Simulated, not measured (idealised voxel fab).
Documented hereafter: the process module known as voxel tone inversion.
Square cell edge 5 nm, section width 270 nm, ID cut.
A cross-section in this document is a grid of square cells, and it is written down as bands, the top band listed before the ones below it; a band is made up of one or more rows of cells.
The entry gives the band's vertical extent as a top height and a bottom height in nm, then its horizontal make-up as materials from left to right, each with a width in nm. "empty" stands for empty space; a single material marked "all across" fills the band edge to edge.
Convention: height 0 is the level below which the wafer, as received, is all one material. The lowest band does not terminate at the bottom but continues downward, represented as "0 down".
The two numbers in a width such as "30->40" mark its ends across the band: the first belongs to the top row of cells, the second to the bottom row, and from each row to the next the width moves by the same amount.
What does "nothing was modified" mean for a step? It means no cell of the cross-section changed in that step.
For the entry "Catalogued sealed voids", the listed items are empty spaces with no open way to the top whose size is 8 cells or more; each item follows the pattern width x height at distance, where distance is from the left edge and all three are in nm.
Whatever follows a step's settings on its line is a remark the simulator itself makes about that step.
overlay nm: for a step with a mask, the amount by which the mask lay right of where it was planned; a negative amount means left of it.
[Process steps - plan]
1) RECEIVE with material Si
2) CONFORMAL_DEP with material SiCN, thk nm 5
3) DIRECTIONAL_DEP with material aC, thk nm 15
4) PATTERN with tone cover, mask id POSTS, material resist, width nm 25, pitch nm 55, thk nm 20, overlay nm 0
5) DIRECTIONAL_ETCH with etch materials aC, depth nm 15
6) STRIP with etch materials resist
7) FILL_DEP with material lowk, thk nm 5
8) CMP with height nm 20
9) STRIP with etch materials aC
[Cross-section of the wafer at receipt, which is the condition after step 1]
> 0 down  Si all across
> Catalogued sealed voids: none
[Module complete - cross-section of the first of two wafers, run according to plan]
> 20 to 5  lowk 65 nm; empty 25 nm; lowk 30 nm; empty 25 nm; lowk 30 nm; empty 25 nm; lowk 70 nm
> 5 to 0  SiCN all across
> 0 down  Si all across
> Catalogued sealed voids: none
[Cross-sectional view: second of two wafers, end of module; start and plan identical to the first, one mistake in running]
> 20 to 15  SiCN all across
> 15 to 0  aC all across
> 0 down  Si all across
> Catalogued sealed voids: none
Where did the run depart from the plan? swap of plan steps 2 and 3 during execution
Per the end-of-run cell counts, the second wafer holds more or fewer of some materials than the first: aC +162; lowk -117
